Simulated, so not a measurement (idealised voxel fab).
process module | voxel capacitor over wiring
cross-section cut | 275 nm wide | cells 5 nm
A cross-section is a grid of square cells, given in bands from the top down. A band is one or more rows of cells.
Each band's line starts with the height of the band's top and of its bottom, in nm. Then come its materials from left to right, each with its width in nm. One material with "throughout" fills the band from edge to edge. "air" is empty space.
Height 0 is the level under which the wafer as received is all one material. The lowest band goes on downwards, as in "0 down".
A width such as "30 to 40" changes by the same amount from each row of cells to the next, from the band's top row to its bottom row.
"no change" after a step means that no cell of the cross-section changed.
closed voids: empty space of 8 cells or more with no open way to the top, each as width x height at its distance from the left edge, in nm
after a step's settings: what the simulator itself notes on the step
overlay nm, on a step with a mask: how far to the right of its planned place the mask lay; to the left if negative
plan
1 op RECEIVE | material Si
2 op CONFORMAL_DEP | material SiO2 | thk nm 15
3 op DIRECTIONAL_DEP | material TiN | thk nm 5
4 op DIRECTIONAL_DEP | material Ru | thk nm 25
5 op PATTERN | tone cover | mask id METAL_1 | material resist | width nm 30 | pitch nm 100 | thk nm 20 | overlay nm 0
6 op DIRECTIONAL_ETCH | etch materials Ru | depth nm 25
7 op DIRECTIONAL_ETCH | etch materials TiN | depth nm 5
8 op STRIP | etch materials resist
9 op FILL_DEP | material lowk | thk nm 10
10 op CMP | height nm 45
11 op CONFORMAL_DEP | material SiCN | thk nm 5
12 op DIRECTIONAL_DEP | material SiO2 | thk nm 20
13 op MASKED_ETCH | tone open | mask id PLUG_1 | width nm 15 | etch materials SiO2 | depth nm 20 | overlay nm 0
14 op MASKED_ETCH | tone open | mask id PLUG_1 | width nm 15 | etch materials SiCN | depth nm 5 | overlay nm 0
15 op CONFORMAL_DEP | material TiN | thk nm 5
16 op FILL_DEP | material W | thk nm 10
17 op CMP | height nm 70
18 op DIRECTIONAL_DEP | material TiN | thk nm 5
19 op DIRECTIONAL_DEP | material SiN | thk nm 5
20 op DIRECTIONAL_DEP | material TiN | thk nm 5
21 op PATTERN | tone cover | mask id UPPER_PLATE | material resist | width nm 75 | thk nm 15 | overlay nm 0
22 op DIRECTIONAL_ETCH | etch materials TiN | depth nm 5
23 op DIRECTIONAL_ETCH | etch materials SiN | depth nm 5
24 op STRIP | etch materials resist
25 op MASKED_ETCH | tone cover | mask id LOWER_PLATE | width nm 85 | etch materials TiN | depth nm 5 | overlay nm 0
26 op FILL_DEP | material SiO2 | thk nm 20
27 op CMP | height nm 100
28 op DIRECTIONAL_DEP | material aC | thk nm 15
29 op PATTERN | tone open | mask id PLUG_2 | material resist | width nm 15 | thk nm 35 | overlay nm 0
30 op DIRECTIONAL_ETCH | etch materials aC | depth nm 15
31 op STRIP | etch materials resist
32 op DIRECTIONAL_ETCH | etch materials SiO2 | depth nm 15
33 op STRIP | etch materials aC
34 op CONFORMAL_DEP | material TiN | thk nm 5
35 op FILL_DEP | material W | thk nm 10
36 op CMP | height nm 100
37 op CONFORMAL_DEP | material SiN | thk nm 5
as received, after step 1
  0 down: Si throughout
  closed voids: none
a wafer at the end: this start, this plan, one mistake
  105 to 100: SiN throughout
  100 to 90: SiO2 90 | TiN 5 | W 15 | TiN 5 | SiO2 160
  90 to 80: SiO2 90 to 85 | TiN 25 to 75 | SiO2 160 to 115
  80 to 75: SiO2 85 | SiN 75 | SiO2 115
  75 to 70: SiO2 80 | TiN 85 | SiO2 110
  70 to 50: SiO2 85 | TiN 5 | W 5 | TiN 5 | SiO2 175
  50 to 45: SiCN 85 | TiN 15 | SiCN 175
  45 to 20: lowk 70 | Ru 30 | lowk 70 | Ru 30 | lowk 75
  20 to 15: lowk 70 | TiN 30 | lowk 70 | TiN 30 | lowk 75
  15 to 0: SiO2 throughout
  0 down: Si throughout
  closed voids: none
what went wrong: step 29 ran as: op PATTERN | tone open | mask id PLUG_2 | material resist | width nm 25 | thk nm 35 | overlay nm 0
